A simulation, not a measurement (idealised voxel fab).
Proc. module: voxel self aligned vias
The cross-section shown here is cut; it is 190 nm wide and divided into square cells measuring 5 nm on a side.
A cross-section in this document is a grid of square cells, and it is written down as bands, the top band listed before the ones below it; a band is made up of one or more rows of cells. In this notation a band is specified by the heights of its top and bottom, in that order and in nm, after which its materials appear from left to right, each paired with its width in nm. The word "all across" attached to a single material means that material fills the band from edge to edge; the word "air" stands for empty space. Heads up on the height convention: 0 is the point under which the incoming wafer is all one material, and the lowest band has no bottom, it just keeps going down, like "0 down". Per-row width for "30..40": begins at first number (top row of band), ends at second number (bottom row), increment between rows held constant. When a step is marked "remains unaltered", none of the cells in the cross-section changed during that step. Entry "Closed-off voids" = empty spaces >= 8 cells with no open way to the top; each as width x height at distance, distance from left edge, all nm. If you see something after the settings on a step's line, that's the simulator's own remark about that step. overlay nm, on a step with a mask: how far to the right of its planned place the mask lay; to the left if negative.

The process steps that were planned are listed below:
1. RECEIVE (material Si)
2. CONFORMAL_DEP (material SiO2; thk nm 10)
3. CONFORMAL_DEP (material SiCN; thk nm 5)
4. DIRECTIONAL_DEP (material lowk; thk nm 20)
5. PATTERN (tone open; mask id LINES; material resist; width nm 25; pitch nm 65; thk nm 20; overlay nm 0)
6. DIRECTIONAL_ETCH (etch materials lowk; depth nm 20)
7. STRIP (etch materials resist)
8. CONFORMAL_DEP (material TiN; thk nm 5)
9. FILL_DEP (material Ru; thk nm 10)
10. CMP (height nm 35)
11. SELECTIVE_ETCH (etch materials W Ru TiN; depth nm 5)
12. FILL_DEP (material SiN; thk nm 5)
13. CMP (height nm 35)
14. DIRECTIONAL_DEP (material lowk; thk nm 20)
15. MASKED_ETCH (tone open; mask id VIAS; width nm 35; etch materials lowk; depth nm 20; overlay nm 0)
16. MASKED_ETCH (tone open; mask id VIAS; width nm 35; etch materials SiN; depth nm 5; overlay nm 0)
17. CONFORMAL_DEP (material TiN; thk nm 5)
18. FILL_DEP (material Ru; thk nm 5)
19. CMP (height nm 55)
20. CONFORMAL_DEP (material SiCN; thk nm 5)

Wafer at receipt (post step 1), cross-section:
* 0 down = Si all across
* Closed-off voids: none

Below is the wafer in cross-section after the module was completed. It began from the starting point shown above and followed the plan shown above, except that one mistake was made while running it:
* 60 to 55 = SiCN all across
* 55 to 40 = 50 lowk | 5 TiN | 20 Ru | 5 TiN | 110 lowk
* 40 to 35 = 50 lowk | 5 TiN | 15 Ru | 10 TiN | 110 lowk
* 35 to 30 = 50 lowk | 25 TiN | 40 lowk | 25 SiN | 50 lowk
* 30 to 20 = 50 lowk | 5 TiN | 15 Ru | 5 TiN | 40 lowk | 5 TiN | 15 Ru | 5 TiN | 50 lowk
* 20 to 15 = 50 lowk | 25 TiN | 40 lowk | 25 TiN | 50 lowk
* 15 to 10 = SiCN all across
* 10 to 0 = SiO2 all across
* 0 down = Si all across
* Closed-off voids: none
Want to know what went wrong? step 15 was processed under conditions differing from the plan, specifically as MASKED_ETCH (tone open; mask id VIAS; width nm 30; etch materials lowk; depth nm 20; overlay nm 0)
